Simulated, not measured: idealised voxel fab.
A process module follows: voxel transistor to metal.
Cross-sectional view cut (width: 185 nm; square cell size: 5 nm).
Heads up, the way a cross-section reads in here is a grid of square cells, handed over as bands from the top down, with every band being one or more rows of cells. Band: top and bottom heights (nm) first, top before bottom; then materials from left to right, widths in nm. "all across" marks a sole material filling the band edge to edge. "blank" denotes empty space. Counting heights begins at 0, where everything beneath is, in the wafer as received, one material. The lowest band has no bottom; it goes on downwards, as "0 and below" shows. When a width is written as two numbers, as in "30..40", the first number is the width in the top row of cells of the band and the second is the width in its bottom row, and the width changes by the same amount from each row to the next. The designation "remained unchanged", where it is given for a processing step, indicates that no cell of the cross-section was altered in the course of that step. Closed empty spaces (no open way to the top) of 8 cells or more are what "Sealed void list" lists, each as width x height at distance from the left edge, nm for all three. Formally, on a step line, whatever follows the settings is a remark that the simulator itself makes on the step. What "overlay nm" on a step's line means: if the step has a mask, that mask lay this far to the right of its planned place, or, when the value is negative, to the left. What follows is a series of pairs. Each pair shows a cross-section before one process step and the cross-section after it, and the after view is drawn only down to the lowest band that changed. Beneath each pair is the step that lies between the two, with its settings. Pairs may come from different runs of this module on the same starting wafer, so a pair continues from the one above it only where its entry headed "Before the process" says so.

Before the process
- 25 down to 20: 60 blank  20 HfO2  25 blank  20 HfO2  60 blank
- 20 down to 15: 65 HfO2  10 SiN  5 HfO2  25 blank  5 HfO2  10 SiN  65 HfO2
- 15 down to 5: 65 SiO2  10 SiN  5 HfO2  25 blank  5 HfO2  10 SiN  65 SiO2
- 5 down to -5: 30 SiO2  35 pSi  10 SiN  5 HfO2  25 blank  5 HfO2  10 SiN  35 pSi  30 SiO2
- -5 down to -10: 40 SiO2  25 pSi  5 SiO2  45 HfO2  5 SiO2  25 pSi  40 SiO2
- -10 down to -45: 40 SiO2  105 Si  40 SiO2
- -45 and below: Si all across
- Sealed void list: none

Section After Processing
- 30 down to 25: 55 blank  30 TiN  15 blank  30 TiN  55 blank
- 25 down to 20: 60 TiN  20 HfO2  5 TiN  15 blank  5 TiN  20 HfO2  60 TiN
- 20 down to 15: 65 HfO2  10 SiN  5 HfO2  5 TiN  15 blank  5 TiN  5 HfO2  10 SiN  65 HfO2
- 15 down to 5: 65 SiO2  10 SiN  5 HfO2  5 TiN  15 blank  5 TiN  5 HfO2  10 SiN  65 SiO2
- 5 down to 0: 30 SiO2  35 pSi  10 SiN  5 HfO2  5 TiN  15 blank  5 TiN  5 HfO2  10 SiN  35 pSi  30 SiO2
- 0 down to -5: 30 SiO2  35 pSi  10 SiN  5 HfO2  25 TiN  5 HfO2  10 SiN  35 pSi  30 SiO2
- Nothing below the height -5 has changed.
- Sealed void list: none
The process step separating the two cross-sections depicted above is as follows: CONFORMAL_DEP,material TiN,thk nm 5

Before the process: Reference is made to the cross-section shown after the step in the pair directly above, which represents the state prior to this step.

Section After Processing
- 35 down to 30: W all across
- 30 down to 25: 55 W  30 TiN  15 W  30 TiN  55 W
- 25 down to 20: 60 TiN  20 HfO2  5 TiN  15 W  5 TiN  20 HfO2  60 TiN
- 20 down to 15: 65 HfO2  10 SiN  5 HfO2  5 TiN  15 W  5 TiN  5 HfO2  10 SiN  65 HfO2
- 15 down to 5: 65 SiO2  10 SiN  5 HfO2  5 TiN  15 W  5 TiN  5 HfO2  10 SiN  65 SiO2
- 5 down to 0: 30 SiO2  35 pSi  10 SiN  5 HfO2  5 TiN  15 W  5 TiN  5 HfO2  10 SiN  35 pSi  30 SiO2
- Nothing below the height 0 has changed.
- Sealed void list: none
The process step separating the two cross-sections depicted above is as follows: FILL_DEP,material W,thk nm 5

Before the process: Reference is made to the cross-section shown after the step in the pair directly above, which represents the state prior to this step.

Section After Processing
- 15 down to 5: 65 SiO2  10 SiN  5 HfO2  5 TiN  15 W  5 TiN  5 HfO2  10 SiN  65 SiO2
- Nothing below the height 5 has changed.
- Sealed void list: none
The process step separating the two cross-sections depicted above is as follows: CMP,height nm 15

Before the process: Reference is made to the cross-section shown after the step in the pair directly above, which represents the state prior to this step.

Section After Processing
- 25 down to 15: SiO2 all across
- Nothing below the height 15 has changed.
- Sealed void list: none
The process step separating the two cross-sections depicted above is as follows: DIRECTIONAL_DEP,material SiO2,thk nm 10

Before the process: Reference is made to the cross-section shown after the step in the pair directly above, which represents the state prior to this step.

Section After Processing
- 40 down to 25: aC all across
- Nothing below the height 25 has changed.
- Sealed void list: none
The process step separating the two cross-sections depicted above is as follows: DIRECTIONAL_DEP,material aC,thk nm 15

Before the process: Reference is made to the cross-section shown after the step in the pair directly above, which represents the state prior to this step.

Section After Processing
- 75 down to 40: 40 resist  15 blank  75 resist  15 blank  40 resist
- Nothing below the height 40 has changed.
- Sealed void list: none
The process step separating the two cross-sections depicted above is as follows: PATTERN,tone open,mask id CONTACT,material resist,width nm 15,pitch nm 90,thk nm 35,overlay nm 0

Before the process: Reference is made to the cross-section shown after the step in the pair directly above, which represents the state prior to this step.

Section After Processing
- 60 down to 40: 40 resist  15 blank  75 resist  15 blank  40 resist
- 40 down to 25: 40 aC  15 blank  75 aC  15 blank  40 aC
- Nothing below the height 25 has changed.
- Sealed void list: none
The process step separating the two cross-sections depicted above is as follows: DIRECTIONAL_ETCH,etch materials aC,depth nm 15

Before the process: Reference is made to the cross-section shown after the step in the pair directly above, which represents the state prior to this step.

Section After Processing
- 40 down to 25: 40 aC  15 blank  75 aC  15 blank  40 aC
- Nothing below the height 25 has changed.
- Sealed void list: none
The process step separating the two cross-sections depicted above is as follows: STRIP,etch materials resist

Before the process: Reference is made to the cross-section shown after the step in the pair directly above, which represents the state prior to this step.

Section After Processing
- 40 down to 25: 40 aC  15 blank  75 aC  15 blank  40 aC
- 25 down to 15: 40 SiO2  15 blank  75 SiO2  15 blank  40 SiO2
- 15 down to 5: 40 SiO2  15 blank  10 SiO2  10 SiN  5 HfO2  5 TiN  15 W  5 TiN  5 HfO2  10 SiN  10 SiO2  15 blank  40 SiO2
- Nothing below the height 5 has changed.
- Sealed void list: none
The process step separating the two cross-sections depicted above is as follows: DIRECTIONAL_ETCH,etch materials SiO2,depth nm 30

Before the process: Reference is made to the cross-section shown after the step in the pair directly above, which represents the state prior to this step.

Section After Processing
- 25 down to 15: 40 SiO2  15 blank  75 SiO2  15 blank  40 SiO2
- Nothing below the height 15 has changed.
- Sealed void list: none
The process step separating the two cross-sections depicted above is as follows: STRIP,etch materials aC

Before the process: Reference is made to the cross-section shown after the step in the pair directly above, which represents the state prior to this step.

Section After Processing
- 30 down to 25: 45 TiN  5 blank  85 TiN  5 blank  45 TiN
- 25 down to 15: 40 SiO2  5 TiN  5 blank  5 TiN  75 SiO2  5 TiN  5 blank  5 TiN  40 SiO2
- 15 down to 10: 40 SiO2  5 TiN  5 blank  5 TiN  10 SiO2  10 SiN  5 HfO2  5 TiN  15 W  5 TiN  5 HfO2  10 SiN  10 SiO2  5 TiN  5 blank  5 TiN  40 SiO2
- 10 down to 5: 40 SiO2  15 TiN  10 SiO2  10 SiN  5 HfO2  5 TiN  15 W  5 TiN  5 HfO2  10 SiN  10 SiO2  15 TiN  40 SiO2
- Nothing below the height 5 has changed.
- Sealed void list: none
The process step separating the two cross-sections depicted above is as follows: CONFORMAL_DEP,material TiN,thk nm 5

Before the process: Reference is made to the cross-section shown after the step in the pair directly above, which represents the state prior to this step.

Section After Processing
- 40 down to 30: W all across
- 30 down to 25: 45 TiN  5 W  85 TiN  5 W  45 TiN
- 25 down to 15: 40 SiO2  5 TiN  5 W  5 TiN  75 SiO2  5 TiN  5 W  5 TiN  40 SiO2
- 15 down to 10: 40 SiO2  5 TiN  5 W  5 TiN  10 SiO2  10 SiN  5 HfO2  5 TiN  15 W  5 TiN  5 HfO2  10 SiN  10 SiO2  5 TiN  5 W  5 TiN  40 SiO2
- Nothing below the height 10 has changed.
- Sealed void list: none
The process step separating the two cross-sections depicted above is as follows: FILL_DEP,material W,thk nm 10

Before the process: Reference is made to the cross-section shown after the step in the pair directly above, which represents the state prior to this step.

Section After Processing
- 25 down to 15: 40 SiO2  5 TiN  5 W  5 TiN  75 SiO2  5 TiN  5 W  5 TiN  40 SiO2
- Nothing below the height 15 has changed.
- Sealed void list: none
The process step separating the two cross-sections depicted above is as follows: CMP,height nm 25

Before the process: Reference is made to the cross-section shown after the step in the pair directly above, which represents the state prior to this step.

Section After Processing
- 30 down to 25: TiN all across
- Nothing below the height 25 has changed.
- Sealed void list: none
The process step separating the two cross-sections depicted above is as follows: DIRECTIONAL_DEP,material TiN,thk nm 5

Before the process: Reference is made to the cross-section shown after the step in the pair directly above, which represents the state prior to this step.

Section After Processing
- 50 down to 30: Ru all across
- Nothing below the height 30 has changed.
- Sealed void list: none
The process step separating the two cross-sections depicted above is as follows: DIRECTIONAL_DEP,material Ru,thk nm 20

Before the process: Reference is made to the cross-section shown after the step in the pair directly above, which represents the state prior to this step.

Section After Processing
- 50 down to 30: 40 blank  15 Ru  75 blank  15 Ru  40 blank
- Nothing below the height 30 has changed.
- Sealed void list: none
The process step separating the two cross-sections depicted above is as follows: MASKED_ETCH,tone cover,mask id METAL_1,width nm 15,pitch nm 90,etch materials Ru,depth nm 20,overlay nm 0

Before the process: Reference is made to the cross-section shown after the step in the pair directly above, which represents the state prior to this step.

Section After Processing
- 50 down to 30: 40 blank  15 Ru  75 blank  15 Ru  40 blank
- 30 down to 25: 40 blank  15 TiN  75 blank  15 TiN  40 blank
- Nothing below the height 25 has changed.
- Sealed void list: none
The process step separating the two cross-sections depicted above is as follows: MASKED_ETCH,tone cover,mask id METAL_1,width nm 15,pitch nm 90,etch materials TiN,depth nm 5,overlay nm 0

Before the process: Reference is made to the cross-section shown after the step in the pair directly above, which represents the state prior to this step.

Section After Processing
- 55 down to 50: 35 blank  25 SiN  65 blank  25 SiN  35 blank
- 50 down to 30: 35 blank  5 SiN  15 Ru  5 SiN  65 blank  5 SiN  15 Ru  5 SiN  35 blank
- 30 down to 25: 40 SiN  15 TiN  75 SiN  15 TiN  40 SiN
- Nothing below the height 25 has changed.
- Sealed void list: none
The process step separating the two cross-sections depicted above is as follows: CONFORMAL_DEP,material SiN,thk nm 5

Before the process: Reference is made to the cross-section shown after the step in the pair directly above, which represents the state prior to this step.

Section After Processing
- 65 down to 55: SiO2 all across
- 55 down to 50: 35 SiO2  25 SiN  65 SiO2  25 SiN  35 SiO2
- 50 down to 30: 35 SiO2  5 SiN  15 Ru  5 SiN  65 SiO2  5 SiN  15 Ru  5 SiN  35 SiO2
- Nothing below the height 30 has changed.
- Sealed void list: none
The process step separating the two cross-sections depicted above is as follows: FILL_DEP,material SiO2,thk nm 10

Before the process: Reference is made to the cross-section shown after the step in the pair directly above, which represents the state prior to this step.

Section After Processing
- 50 down to 30: 35 SiO2  5 SiN  15 Ru  5 SiN  65 SiO2  5 SiN  15 Ru  5 SiN  35 SiO2
- Nothing below the height 30 has changed.
- Sealed void list: none
The process step separating the two cross-sections depicted above is as follows: CMP,height nm 50

Before the process: Reference is made to the cross-section shown after the step in the pair directly above, which represents the state prior to this step.

Section After Processing
- 55 down to 50: SiCN all across
- Nothing below the height 50 has changed.
- Sealed void list: none
The process step separating the two cross-sections depicted above is as follows: CONFORMAL_DEP,material SiCN,thk nm 5

Before the process
- 10 down to 0: SiN all across
- 0 down to -5: SiO2 all across
- -5 and below: Si all across
- Sealed void list: none

Section After Processing
- 25 down to 10: 35 resist  115 blank  35 resist
- Nothing below the height 10 has changed.
- Sealed void list: none
The process step separating the two cross-sections depicted above is as follows: PATTERN,tone open,mask id ACTIVE,material resist,width nm 115,thk nm 15,overlay nm 0

Before the process: Reference is made to the cross-section shown after the step in the pair directly above, which represents the state prior to this step.

Section After Processing
- 25 down to 10: 35 resist  115 blank  35 resist
- 10 down to 0: 35 SiN  115 blank  35 SiN
- Nothing below the height 0 has changed.
- Sealed void list: none
The process step separating the two cross-sections depicted above is as follows: DIRECTIONAL_ETCH,etch materials SiN,depth nm 10

Before the process: Reference is made to the cross-section shown after the step in the pair directly above, which represents the state prior to this step.

Section After Processing
- 25 down to 10: 35 resist  115 blank  35 resist
- 10 down to 0: 35 SiN  115 blank  35 SiN
- 0 down to -5: 35 SiO2  115 blank  35 SiO2
- Nothing below the height -5 has changed.
- Sealed void list: none
The process step separating the two cross-sections depicted above is as follows: DIRECTIONAL_ETCH,etch materials SiO2,depth nm 5

Before the process: Reference is made to the cross-section shown after the step in the pair directly above, which represents the state prior to this step.

Section After Processing
- 25 down to 10: 35 resist  115 blank  35 resist
- 10 down to 0: 35 SiN  115 blank  35 SiN
- 0 down to -5: 35 SiO2  115 blank  35 SiO2
- -5 down to -40: 35 Si  115 blank  35 Si
- Nothing below the height -40 has changed.
- Sealed void list: none
The process step separating the two cross-sections depicted above is as follows: DIRECTIONAL_ETCH,etch materials Si,depth nm 35

Before the process: Reference is made to the cross-section shown after the step in the pair directly above, which represents the state prior to this step.

Section After Processing
- 10 down to 0: 35 SiN  115 blank  35 SiN
- Nothing below the height 0 has changed.
- Sealed void list: none
The process step separating the two cross-sections depicted above is as follows: STRIP,etch materials resist

Before the process: Reference is made to the cross-section shown after the step in the pair directly above, which represents the state prior to this step.

Section After Processing
- 10 down to 0: 35 SiN  115 blank  35 SiN
- 0 down to -5: 35 SiO2  115 blank  35 SiO2
- -5 down to -40: 30 Si  5 SiO2  115 blank  5 SiO2  30 Si
- -40 down to -45: 30 Si  125 SiO2  30 Si
- Nothing below the height -45 has changed.
- Sealed void list: none
The process step separating the two cross-sections depicted above is as follows: OXIDIZE,depth nm 5

Before the process: Reference is made to the cross-section shown after the step in the pair directly above, which represents the state prior to this step.

Section After Processing
- 15 down to 10: SiO2 all across
- 10 down to 0: 35 SiN  115 SiO2  35 SiN
- 0 down to -5: SiO2 all across
- -5 down to -45: 30 Si  125 SiO2  30 Si
- Nothing below the height -45 has changed.
- Sealed void list: none
The process step separating the two cross-sections depicted above is as follows: FILL_DEP,material SiO2,thk nm 5

Before the process: Reference is made to the cross-section shown after the step in the pair directly above, which represents the state prior to this step.

Section After Processing
- 10 down to 0: 35 SiN  115 SiO2  35 SiN
- Nothing below the height 0 has changed.
- Sealed void list: none
The process step separating the two cross-sections depicted above is as follows: CMP,height nm 10

Before the process: Reference is made to the cross-section shown after the step in the pair directly above, which represents the state prior to this step.

Section After Processing
- 10 down to 5: 35 SiN  115 blank  35 SiN
- Nothing below the height 5 has changed.
- Sealed void list: none
The process step separating the two cross-sections depicted above is as follows: SELECTIVE_ETCH,etch materials SiO2,depth nm 5

Before the process: Reference is made to the cross-section shown after the step in the pair directly above, which represents the state prior to this step.

Section After Processing
- 5 down to 0: 35 blank  115 SiO2  35 blank
- Nothing below the height 0 has changed.
- Sealed void list: none
The process step separating the two cross-sections depicted above is as follows: STRIP,etch materials SiN

Before the process: Reference is made to the cross-section shown after the step in the pair directly above, which represents the state prior to this step.

Section After Processing
- 0 down to -5: 40 blank  105 SiO2  40 blank
- Nothing below the height -5 has changed.
- Sealed void list: none
The process step separating the two cross-sections depicted above is as follows: SELECTIVE_ETCH,etch materials SiO2,depth nm 5

Before the process: Reference is made to the cross-section shown after the step in the pair directly above, which represents the state prior to this step.

Section After Processing
- 0 down to -5: 40 blank  105 SiO2  40 blank
- -5 down to -10: SiO2 all across
- Nothing below the height -10 has changed.
- Sealed void list: none
The process step separating the two cross-sections depicted above is as follows: OXIDIZE,depth nm 5

Before the process: Reference is made to the cross-section shown after the step in the pair directly above, which represents the state prior to this step.

Section After Processing
- 25 down to 20: 40 blank  105 polySi  40 blank
- 20 down to 0: polySi all across
- 0 down to -5: 40 polySi  105 SiO2  40 polySi
- Nothing below the height -5 has changed.
- Sealed void list: none
The process step separating the two cross-sections depicted above is as follows: DIRECTIONAL_DEP,material polySi,thk nm 25

Before the process: Reference is made to the cross-section shown after the step in the pair directly above, which represents the state prior to this step.

Section After Processing
- 35 down to 30: 40 blank  105 SiCN  40 blank
- 30 down to 25: SiCN all across
- 25 down to 20: 40 SiCN  105 polySi  40 SiCN
- Nothing below the height 20 has changed.
- Sealed void list: none
The process step separating the two cross-sections depicted above is as follows: DIRECTIONAL_DEP,material SiCN,thk nm 10

Before the process: Reference is made to the cross-section shown after the step in the pair directly above, which represents the state prior to this step.

Section After Processing
- 35 down to 25: 75 blank  35 SiCN  75 blank
- 25 down to 20: 40 blank  105 polySi  40 blank
- Nothing below the height 20 has changed.
- Sealed void list: none
The process step separating the two cross-sections depicted above is as follows: MASKED_ETCH,tone cover,mask id GATE,width nm 35,etch materials SiCN,depth nm 20,overlay nm 0

Before the process: Reference is made to the cross-section shown after the step in the pair directly above, which represents the state prior to this step.

Section After Processing
- 35 down to 25: 75 blank  35 SiCN  75 blank
- 25 down to 0: 75 blank  35 polySi  75 blank
- 0 down to -5: 40 blank  105 SiO2  40 blank
- Nothing below the height -5 has changed.
- Sealed void list: none
The process step separating the two cross-sections depicted above is as follows: MASKED_ETCH,tone cover,mask id GATE,width nm 35,etch materials polySi,depth nm 35,overlay nm 0

Before the process: Reference is made to the cross-section shown after the step in the pair directly above, which represents the state prior to this step.

Section After Processing
- 45 down to 35: 65 blank  55 SiN  65 blank
- 35 down to 25: 65 blank  10 SiN  35 SiCN  10 SiN  65 blank
- 25 down to 10: 65 blank  10 SiN  35 polySi  10 SiN  65 blank
- 10 down to 5: 30 blank  45 SiN  35 polySi  45 SiN  30 blank
- 5 down to 0: 75 SiN  35 polySi  75 SiN
- 0 down to -5: 40 SiN  105 SiO2  40 SiN
- Nothing below the height -5 has changed.
- Sealed void list: none
The process step separating the two cross-sections depicted above is as follows: CONFORMAL_DEP,material SiN,thk nm 10

Before the process: Reference is made to the cross-section shown after the step in the pair directly above, which represents the state prior to this step.

Section After Processing
- 35 down to 25: 65 blank  10 SiN  35 SiCN  10 SiN  65 blank
- 25 down to 0: 65 blank  10 SiN  35 polySi  10 SiN  65 blank
- 0 down to -5: 30 blank  10 SiN  105 SiO2  10 SiN  30 blank
- Nothing below the height -5 has changed.
- Sealed void list: none
The process step separating the two cross-sections depicted above is as follows: DIRECTIONAL_ETCH,etch materials SiN,depth nm 10

Before the process: Reference is made to the cross-section shown after the step in the pair directly above, which represents the state prior to this step.

Section After Processing
- 35 down to 25: 65 blank  10 SiN  35 SiCN  10 SiN  65 blank
- 25 down to 0: 65 blank  10 SiN  35 polySi  10 SiN  65 blank
- 0 down to -5: 30 blank  10 SiN  25 blank  55 SiO2  25 blank  10 SiN  30 blank
- -5 down to -10: 30 blank  125 SiO2  30 blank
- Nothing below the height -10 has changed.
- Sealed void list: none
The process step separating the two cross-sections depicted above is as follows: DIRECTIONAL_ETCH,etch materials SiO2,depth nm 5

Before the process: Reference is made to the cross-section shown after the step in the pair directly above, which represents the state prior to this step.

Section After Processing
- 35 down to 25: 65 blank  10 SiN  35 SiCN  10 SiN  65 blank
- 25 down to 0: 65 blank  10 SiN  35 polySi  10 SiN  65 blank
- 0 down to -5: 30 blank  10 SiN  25 blank  55 SiO2  25 blank  10 SiN  30 blank
- -5 down to -20: 30 blank  125 SiO2  30 blank
- Nothing below the height -20 has changed.
- Sealed void list: none
The process step separating the two cross-sections depicted above is as follows: DIRECTIONAL_ETCH,etch materials Si,depth nm 10

Before the process: Reference is made to the cross-section shown after the step in the pair directly above, which represents the state prior to this step.

Section After Processing
- 35 down to 25: 65 blank  10 SiN  35 SiCN  10 SiN  65 blank
- 25 down to 0: 65 blank  10 SiN  35 polySi  10 SiN  65 blank
- 0 down to -5: 30 blank  10 SiN  25 blank  55 SiO2  25 blank  10 SiN  30 blank
- -5 down to -20: 30 pSi  125 SiO2  30 pSi
- Nothing below the height -20 has changed.
- Sealed void list: none
The process step separating the two cross-sections depicted above is as follows: EPI,material pSi,thk nm 15

Before the process: Reference is made to the cross-section shown after the step in the pair directly above, which represents the state prior to this step.

Section After Processing
- 40 down to 35: SiO2 all across
- 35 down to 25: 65 SiO2  10 SiN  35 SiCN  10 SiN  65 SiO2
- 25 down to 0: 65 SiO2  10 SiN  35 polySi  10 SiN  65 SiO2
- 0 down to -5: 30 SiO2  10 SiN  105 SiO2  10 SiN  30 SiO2
- Nothing below the height -5 has changed.
- Sealed void list: none
The process step separating the two cross-sections depicted above is as follows: FILL_DEP,material SiO2,thk nm 5

Before the process: Reference is made to the cross-section shown after the step in the pair directly above, which represents the state prior to this step.

Section After Processing
- 20 down to 0: 65 SiO2  10 SiN  35 polySi  10 SiN  65 SiO2
- Nothing below the height 0 has changed.
- Sealed void list: none
The process step separating the two cross-sections depicted above is as follows: CMP,height nm 20

Before the process: Reference is made to the cross-section shown after the step in the pair directly above, which represents the state prior to this step.

Section After Processing
- 20 down to 0: 65 SiO2  10 SiN  35 blank  10 SiN  65 SiO2
- Nothing below the height 0 has changed.
- Sealed void list: none
The process step separating the two cross-sections depicted above is as follows: STRIP,etch materials polySi

Before the process: Reference is made to the cross-section shown after the step in the pair directly above, which represents the state prior to this step.

Section After Processing
- 20 down to 15: 65 blank  10 SiN  35 blank  10 SiN  65 blank
- 15 down to 0: 65 SiO2  10 SiN  35 blank  10 SiN  65 SiO2
- 0 down to -5: 30 SiO2  10 SiN  30 SiO2  45 blank  30 SiO2  10 SiN  30 SiO2
- Nothing below the height -5 has changed.
- Sealed void list: none
The process step separating the two cross-sections depicted above is as follows: SELECTIVE_ETCH,etch materials SiO2,depth nm 5

Before the process: Reference is made to the cross-section shown after the step in the pair directly above, which represents the state prior to this step.

Section After Processing
- 25 down to 20: 60 blank  20 HfO2  25 blank  20 HfO2  60 blank
- 20 down to 15: 65 HfO2  10 SiN  5 HfO2  25 blank  5 HfO2  10 SiN  65 HfO2
- 15 down to 0: 65 SiO2  10 SiN  5 HfO2  25 blank  5 HfO2  10 SiN  65 SiO2
- 0 down to -5: 30 SiO2  10 SiN  30 SiO2  45 HfO2  30 SiO2  10 SiN  30 SiO2
- Nothing below the height -5 has changed.
- Sealed void list: none
The process step separating the two cross-sections depicted above is as follows: CONFORMAL_DEP,material HfO2,thk nm 5

Before the process: Reference is made to the cross-section shown after the step in the pair directly above, which represents the state prior to this step.

Section After Processing
- 30 down to 25: 55 blank  30 TiN  15 blank  30 TiN  55 blank
- 25 down to 20: 60 TiN  20 HfO2  5 TiN  15 blank  5 TiN  20 HfO2  60 TiN
- 20 down to 15: 65 HfO2  10 SiN  5 HfO2  5 TiN  15 blank  5 TiN  5 HfO2  10 SiN  65 HfO2
- 15 down to 5: 65 SiO2  10 SiN  5 HfO2  5 TiN  15 blank  5 TiN  5 HfO2  10 SiN  65 SiO2
- 5 down to 0: 65 SiO2  10 SiN  5 HfO2  25 TiN  5 HfO2  10 SiN  65 SiO2
- Nothing below the height 0 has changed.
- Sealed void list: none
The process step separating the two cross-sections depicted above is as follows: CONFORMAL_DEP,material TiN,thk nm 5

Before the process: Reference is made to the cross-section shown after the step in the pair directly above, which represents the state prior to this step.

Section After Processing
- 35 down to 30: W all across
- 30 down to 25: 55 W  30 TiN  15 W  30 TiN  55 W
- 25 down to 20: 60 TiN  20 HfO2  5 TiN  15 W  5 TiN  20 HfO2  60 TiN
- 20 down to 15: 65 HfO2  10 SiN  5 HfO2  5 TiN  15 W  5 TiN  5 HfO2  10 SiN  65 HfO2
- 15 down to 5: 65 SiO2  10 SiN  5 HfO2  5 TiN  15 W  5 TiN  5 HfO2  10 SiN  65 SiO2
- Nothing below the height 5 has changed.
- Sealed void list: none
The process step separating the two cross-sections depicted above is as follows: FILL_DEP,material W,thk nm 5

Before the process: Reference is made to the cross-section shown after the step in the pair directly above, which represents the state prior to this step.

Section After Processing
- 15 down to 5: 65 SiO2  10 SiN  5 HfO2  5 TiN  15 W  5 TiN  5 HfO2  10 SiN  65 SiO2
- Nothing below the height 5 has changed.
- Sealed void list: none
The process step separating the two cross-sections depicted above is as follows: CMP,height nm 15

Before the process: Reference is made to the cross-section shown after the step in the pair directly above, which represents the state prior to this step.

Section After Processing
- 25 down to 15: SiO2 all across
- Nothing below the height 15 has changed.
- Sealed void list: none
The process step separating the two cross-sections depicted above is as follows: DIRECTIONAL_DEP,material SiO2,thk nm 10

Before the process: Reference is made to the cross-section shown after the step in the pair directly above, which represents the state prior to this step.

Section After Processing
- 40 down to 25: aC all across
- Nothing below the height 25 has changed.
- Sealed void list: none
The process step separating the two cross-sections depicted above is as follows: DIRECTIONAL_DEP,material aC,thk nm 15

Before the process: Reference is made to the cross-section shown after the step in the pair directly above, which represents the state prior to this step.

Section After Processing
- 75 down to 40: 40 resist  15 blank  75 resist  15 blank  40 resist
- Nothing below the height 40 has changed.
- Sealed void list: none
The process step separating the two cross-sections depicted above is as follows: PATTERN,tone open,mask id CONTACT,material resist,width nm 15,pitch nm 90,thk nm 35,overlay nm 0

Before the process: Reference is made to the cross-section shown after the step in the pair directly above, which represents the state prior to this step.

Section After Processing
- 60 down to 40: 40 resist  15 blank  75 resist  15 blank  40 resist
- 40 down to 25: 40 aC  15 blank  75 aC  15 blank  40 aC
- Nothing below the height 25 has changed.
- Sealed void list: none
The process step separating the two cross-sections depicted above is as follows: DIRECTIONAL_ETCH,etch materials aC,depth nm 15

Before the process: Reference is made to the cross-section shown after the step in the pair directly above, which represents the state prior to this step.

Section After Processing
- 40 down to 25: 40 aC  15 blank  75 aC  15 blank  40 aC
- Nothing below the height 25 has changed.
- Sealed void list: none
The process step separating the two cross-sections depicted above is as follows: STRIP,etch materials resist

Before the process: Reference is made to the cross-section shown after the step in the pair directly above, which represents the state prior to this step.

Section After Processing
- 40 down to 25: 40 aC  15 blank  75 aC  15 blank  40 aC
- 25 down to 15: 40 SiO2  15 blank  75 SiO2  15 blank  40 SiO2
- 15 down to 5: 40 SiO2  15 blank  10 SiO2  10 SiN  5 HfO2  5 TiN  15 W  5 TiN  5 HfO2  10 SiN  10 SiO2  15 blank  40 SiO2
- 5 down to 0: 40 SiO2  15 blank  10 SiO2  10 SiN  5 HfO2  25 TiN  5 HfO2  10 SiN  10 SiO2  15 blank  40 SiO2
- 0 down to -5: 30 SiO2  10 SiN  15 blank  15 SiO2  45 HfO2  15 SiO2  15 blank  10 SiN  30 SiO2
- Nothing below the height -5 has changed.
- Sealed void list: none
The process step separating the two cross-sections depicted above is as follows: DIRECTIONAL_ETCH,etch materials SiO2,depth nm 30

Before the process: Reference is made to the cross-section shown after the step in the pair directly above, which represents the state prior to this step.

Section After Processing
- 25 down to 15: 40 SiO2  15 blank  75 SiO2  15 blank  40 SiO2
- Nothing below the height 15 has changed.
- Sealed void list: none
The process step separating the two cross-sections depicted above is as follows: STRIP,etch materials aC

Before the process: Reference is made to the cross-section shown after the step in the pair directly above, which represents the state prior to this step.

Section After Processing
- 30 down to 25: 45 TiN  5 blank  85 TiN  5 blank  45 TiN
- 25 down to 15: 40 SiO2  5 TiN  5 blank  5 TiN  75 SiO2  5 TiN  5 blank  5 TiN  40 SiO2
- 15 down to 5: 40 SiO2  5 TiN  5 blank  5 TiN  10 SiO2  10 SiN  5 HfO2  5 TiN  15 W  5 TiN  5 HfO2  10 SiN  10 SiO2  5 TiN  5 blank  5 TiN  40 SiO2
- 5 down to 0: 40 SiO2  5 TiN  5 blank  5 TiN  10 SiO2  10 SiN  5 HfO2  25 TiN  5 HfO2  10 SiN  10 SiO2  5 TiN  5 blank  5 TiN  40 SiO2
- 0 down to -5: 30 SiO2  10 SiN  15 TiN  15 SiO2  45 HfO2  15 SiO2  15 TiN  10 SiN  30 SiO2
- Nothing below the height -5 has changed.
- Sealed void list: none
The process step separating the two cross-sections depicted above is as follows: CONFORMAL_DEP,material TiN,thk nm 5

Before the process: Reference is made to the cross-section shown after the step in the pair directly above, which represents the state prior to this step.

Section After Processing
- 40 down to 30: W all across
- 30 down to 25: 45 TiN  5 W  85 TiN  5 W  45 TiN
- 25 down to 15: 40 SiO2  5 TiN  5 W  5 TiN  75 SiO2  5 TiN  5 W  5 TiN  40 SiO2
- 15 down to 5: 40 SiO2  5 TiN  5 W  5 TiN  10 SiO2  10 SiN  5 HfO2  5 TiN  15 W  5 TiN  5 HfO2  10 SiN  10 SiO2  5 TiN  5 W  5 TiN  40 SiO2
- 5 down to 0: 40 SiO2  5 TiN  5 W  5 TiN  10 SiO2  10 SiN  5 HfO2  25 TiN  5 HfO2  10 SiN  10 SiO2  5 TiN  5 W  5 TiN  40 SiO2
- Nothing below the height 0 has changed.
- Sealed void list: none
The process step separating the two cross-sections depicted above is as follows: FILL_DEP,material W,thk nm 10

Before the process: Reference is made to the cross-section shown after the step in the pair directly above, which represents the state prior to this step.

Section After Processing
- 25 down to 15: 40 SiO2  5 TiN  5 W  5 TiN  75 SiO2  5 TiN  5 W  5 TiN  40 SiO2
- Nothing below the height 15 has changed.
- Sealed void list: none
The process step separating the two cross-sections depicted above is as follows: CMP,height nm 25

Before the process: Reference is made to the cross-section shown after the step in the pair directly above, which represents the state prior to this step.

Section After Processing
- 30 down to 25: TiN all across
- Nothing below the height 25 has changed.
- Sealed void list: none
The process step separating the two cross-sections depicted above is as follows: DIRECTIONAL_DEP,material TiN,thk nm 5

Before the process: Reference is made to the cross-section shown after the step in the pair directly above, which represents the state prior to this step.

Section After Processing
- 50 down to 30: Ru all across
- Nothing below the height 30 has changed.
- Sealed void list: none
The process step separating the two cross-sections depicted above is as follows: DIRECTIONAL_DEP,material Ru,thk nm 20

Before the process: Reference is made to the cross-section shown after the step in the pair directly above, which represents the state prior to this step.

Section After Processing
- 50 down to 30: 40 blank  15 Ru  75 blank  15 Ru  40 blank
- Nothing below the height 30 has changed.
- Sealed void list: none
The process step separating the two cross-sections depicted above is as follows: MASKED_ETCH,tone cover,mask id METAL_1,width nm 15,pitch nm 90,etch materials Ru,depth nm 20,overlay nm 0

Before the process: Reference is made to the cross-section shown after the step in the pair directly above, which represents the state prior to this step.

Section After Processing
- 50 down to 30: 40 blank  15 Ru  75 blank  15 Ru  40 blank
- 30 down to 25: 40 blank  15 TiN  75 blank  15 TiN  40 blank
- Nothing below the height 25 has changed.
- Sealed void list: none
The process step separating the two cross-sections depicted above is as follows: MASKED_ETCH,tone cover,mask id METAL_1,width nm 15,pitch nm 90,etch materials TiN,depth nm 5,overlay nm 0
